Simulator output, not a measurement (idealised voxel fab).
Name of the process module below: voxel gate over fins
For reference, the cross-section in this document is cut, with width 230 nm and square cells of 5 nm.
In what follows, cross-sections appear as grids of square cells, described through bands that run from the top down, where every band is one or more rows of cells.
Quick guide to a band line: top height, bottom height (nm) up front; then every material left to right with its width in nm. Only one material and it's marked "all across"? Then it fills the band edge to edge. And "blank" just means empty space.
The level at which height equals 0 is the one under which the wafer, as it arrives, is entirely one material. No lower edge exists for the bottom band, which continues downward and is notated as in "0 down".
A two-number width, for instance "30->40", indicates that the width is equal to the first number in the top row of the band and to the second number in the bottom row, and that it changes by a constant amount per row of cells.
"identical to before", as given for a step, is the statement that not any cell of the cross-section underwent a change during that step.
"Closed void catalog" lists enclosed empty spaces (at least 8 cells, no open path upward to the top), each as width x height at distance from the left edge, in nm.
That trailing text on a step's line, after the settings, is the simulator's own remark on the step.
overlay nm: mask offset rightward from planned place, masked step; negative means leftward offset.
Planned step list for the process:
step 1: RECEIVE, material Si
step 2: CONFORMAL_DEP, material SiN, thk nm 10
step 3: PATTERN, tone cover, mask id FINS, material resist, width nm 15, pitch nm 40, thk nm 15, overlay nm 0
step 4: DIRECTIONAL_ETCH, etch materials SiN, depth nm 10
step 5: DIRECTIONAL_ETCH, etch materials Si, depth nm 40
step 6: STRIP, etch materials resist
step 7: OXIDIZE, depth nm 5
step 8: FILL_DEP, material SiO2, thk nm 15
step 9: CMP, height nm 10
step 10: SELECTIVE_ETCH, etch materials SiO2, depth nm 20
step 11: STRIP, etch materials SiN
step 12: CONFORMAL_DEP, material HfO2, thk nm 5
step 13: CONFORMAL_DEP, material TiN, thk nm 5
step 14: CONFORMAL_DEP, material TiAl, thk nm 5
step 15: CONFORMAL_DEP, material TiN, thk nm 5
step 16: FILL_DEP, material W, thk nm 10
step 17: CMP, height nm 25
step 18: CONFORMAL_DEP, material SiCN, thk nm 5
This is the cross-section of the wafer as we received it, i.e. after step 1:
	0 down  Si all across
	Closed void catalog: none
Post-module cross-section: identical start and plan to those above, one misstep in execution:
	30 to 25  SiCN all across
	25 to 20  W all across
	20 to 15  TiN all across
	15 to 10  TiAl all across
	10 to 5  TiN 70 / TiAl 5 / TiN 35 / TiAl 5 / TiN 35 / TiAl 5 / TiN 75
	5 to 0  HfO2 65 / TiN 5 / TiAl 5 / TiN 5 / HfO2 25 / TiN 5 / TiAl 5 / TiN 5 / HfO2 25 / TiN 5 / TiAl 5 / TiN 5 / HfO2 70
	0 to -5  Si 60 / HfO2 5 / TiN 15 / HfO2 5 / Si 15 / HfO2 5 / TiN 15 / HfO2 5 / Si 15 / HfO2 5 / TiN 15 / HfO2 5 / Si 65
	-5 to -10  Si 60 / HfO2 25 / Si 15 / HfO2 25 / Si 15 / HfO2 25 / Si 65
	-10 to -45  Si 60 / SiO2 25 / Si 15 / SiO2 25 / Si 15 / SiO2 25 / Si 65
	-45 down  Si all across
	Closed void catalog: none
Diagnosis: rather than as planned, step 3 actually ran as PATTERN, tone open, mask id FINS, material resist, width nm 15, pitch nm 40, thk nm 15, overlay nm 0
